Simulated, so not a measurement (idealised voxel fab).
Herein follows the process module entitled voxel transistor to metal.
Displayed cross-section: cut, width of 205 nm, square cells sized 5 nm.
The cross-sections in this document take the form of a grid made of square cells. They are written out as bands, in order from top to bottom. Each band consists of one or more rows of cells.
Each band's line starts with the height of the band's top and of its bottom, in nm. Then come its materials from left to right, each with its width in nm. One material with "all across" fills the band from edge to edge. "empty" is empty space.
Heights are measured from 0, the level below which the as-received wafer is all one material; the lowest band has no bottom and continues downward, written as in "top 0, no bottom".
A width given as "30->40" starts at the first number in the band's top row and ends at the second number in its bottom row, shifting by an equal amount at every step from row to row.
Any step labelled "changes: none" changed none of the cells in the cross-section.
Closed void register: empty space of 8 cells or more with no open way to the top, each as width x height at its distance from the left edge, in nm
On each step's line, the part that comes after the settings is the simulator's own comment on the step.
Steps that use a mask can have "overlay nm" on their line. It says how far the mask sat to the right of where it was meant to be. Negative means to the left.

## Intended process steps
1,RECEIVE | material Si
2,CONFORMAL_DEP | material SiO2 | thk nm 5
3,CONFORMAL_DEP | material SiN | thk nm 15
4,PATTERN | tone cover | mask id ACTIVE | material resist | width nm 105 | thk nm 20 | overlay nm 0
5,DIRECTIONAL_ETCH | etch materials SiN | depth nm 15
6,DIRECTIONAL_ETCH | etch materials SiO2 | depth nm 5
7,DIRECTIONAL_ETCH | etch materials Si | depth nm 30
8,STRIP | etch materials resist
9,OXIDIZE | depth nm 5
10,FILL_DEP | material SiO2 | thk nm 15
11,CMP | height nm 20
12,SELECTIVE_ETCH | etch materials SiO2 | depth nm 15
13,STRIP | etch materials SiN
14,SELECTIVE_ETCH | etch materials SiO2 | depth nm 5
15,OXIDIZE | depth nm 5
16,DIRECTIONAL_DEP | material polySi | thk nm 25
17,DIRECTIONAL_DEP | material SiCN | thk nm 10
18,PATTERN | tone cover | mask id GATE | material resist | width nm 25 | thk nm 15 | overlay nm 0
19,DIRECTIONAL_ETCH | etch materials SiCN | depth nm 20
20,DIRECTIONAL_ETCH | etch materials polySi | depth nm 35
21,STRIP | etch materials resist
22,CONFORMAL_DEP | material SiN | thk nm 10
23,DIRECTIONAL_ETCH | etch materials SiN | depth nm 10
24,DIRECTIONAL_ETCH | etch materials SiO2 | depth nm 5
25,EPI | material nSi | thk nm 5
26,FILL_DEP | material SiO2 | thk nm 10
27,CMP | height nm 25
28,STRIP | etch materials polySi
29,SELECTIVE_ETCH | etch materials SiO2 | depth nm 5
30,CONFORMAL_DEP | material HfO2 | thk nm 5
31,CONFORMAL_DEP | material TiN | thk nm 5
32,FILL_DEP | material W | thk nm 10
33,CMP | height nm 20
34,DIRECTIONAL_DEP | material SiO2 | thk nm 15
35,MASKED_ETCH | tone open | mask id CONTACT | width nm 15 | pitch nm 80 | etch materials SiO2 | depth nm 35 | overlay nm 0
36,CONFORMAL_DEP | material TiN | thk nm 5
37,FILL_DEP | material W | thk nm 5
38,CMP | height nm 35
39,DIRECTIONAL_DEP | material TiN | thk nm 5
40,DIRECTIONAL_DEP | material W | thk nm 15
41,DIRECTIONAL_DEP | material aC | thk nm 10
42,PATTERN | tone cover | mask id METAL_1 | material resist | width nm 15 | pitch nm 80 | thk nm 25 | overlay nm 0
43,DIRECTIONAL_ETCH | etch materials aC | depth nm 10
44,STRIP | etch materials resist
45,DIRECTIONAL_ETCH | etch materials W | depth nm 15
46,DIRECTIONAL_ETCH | etch materials TiN | depth nm 5
47,STRIP | etch materials aC
48,CONFORMAL_DEP | material SiCN | thk nm 5
49,FILL_DEP | material SiO2 | thk nm 10
50,CMP | height nm 55
51,CONFORMAL_DEP | material SiCN | thk nm 5
52,DIRECTIONAL_DEP | material SiO2 | thk nm 30
53,MASKED_ETCH | tone open | mask id METAL_2 | width nm 15 | pitch nm 80 | etch materials SiO2 | depth nm 20 | overlay nm 0
54,DIRECTIONAL_DEP | material aC | thk nm 15
55,PATTERN | tone open | mask id METAL_2_HOLES | material resist | width nm 15 | pitch nm 80 | thk nm 35 | overlay nm 0
56,DIRECTIONAL_ETCH | etch materials aC | depth nm 15
57,STRIP | etch materials resist
58,DIRECTIONAL_ETCH | etch materials SiO2 | depth nm 10
59,DIRECTIONAL_ETCH | etch materials SiCN | depth nm 5
60,STRIP | etch materials aC
61,CONFORMAL_DEP | material TiN | thk nm 5
62,FILL_DEP | material Cu | thk nm 5
63,CMP | height nm 90
64,CONFORMAL_DEP | material SiCN | thk nm 5

## Delivered wafer in cross-section: state after step 1
    top 0, no bottom  Si all across
    Closed void register: none

## One mistake in running the module, otherwise start and plan as above: cross-section at the end
    top 95, bottom 90  SiCN all across
    top 90, bottom 60  SiO2 (55), then TiN (5), then Cu (5), then TiN (5), then SiO2 (65), then TiN (5), then Cu (5), then TiN (5), then SiO2 (55)
    top 60, bottom 55  SiCN (55), then TiN (15), then SiCN (65), then TiN (15), then SiCN (55)
    top 55, bottom 40  SiO2 (50), then SiCN (5), then W (15), then SiCN (5), then SiO2 (55), then SiCN (5), then W (15), then SiCN (5), then SiO2 (50)
    top 40, bottom 35  SiCN (55), then TiN (15), then SiCN (65), then TiN (15), then SiCN (55)
    top 35, bottom 20  SiO2 (55), then TiN (5), then W (5), then TiN (5), then SiO2 (65), then TiN (5), then W (5), then TiN (5), then SiO2 (55)
    top 20, bottom 15  SiO2 (55), then TiN (5), then W (5), then TiN (5), then SiO2 (10), then SiN (10), then HfO2 (5), then TiN (5), then W (5), then TiN (5), then HfO2 (5), then SiN (10), then SiO2 (10), then TiN (5), then W (5), then TiN (5), then SiO2 (55)
    top 15, bottom 10  SiO2 (55), then TiN (15), then SiO2 (10), then SiN (10), then HfO2 (5), then TiN (5), then W (5), then TiN (5), then HfO2 (5), then SiN (10), then SiO2 (10), then TiN (15), then SiO2 (55)
    top 10, bottom 5  SiO2 (40), then nSi (40), then SiN (10), then HfO2 (5), then TiN (5), then W (5), then TiN (5), then HfO2 (5), then SiN (10), then nSi (40), then SiO2 (40)
    top 5, bottom 0  SiO2 (40), then nSi (40), then SiN (10), then HfO2 (5), then TiN (15), then HfO2 (5), then SiN (10), then nSi (40), then SiO2 (40)
    top 0, bottom -5  SiO2 (40), then nSi (40), then SiO2 (5), then HfO2 (35), then SiO2 (5), then nSi (40), then SiO2 (40)
    top -5, bottom -35  SiO2 (55), then Si (95), then SiO2 (55)
    top -35, no bottom  Si all across
    Closed void register: none
What went wrong in running the wafer? step 25 did not use the planned setting and instead ran as EPI | material nSi | thk nm 15
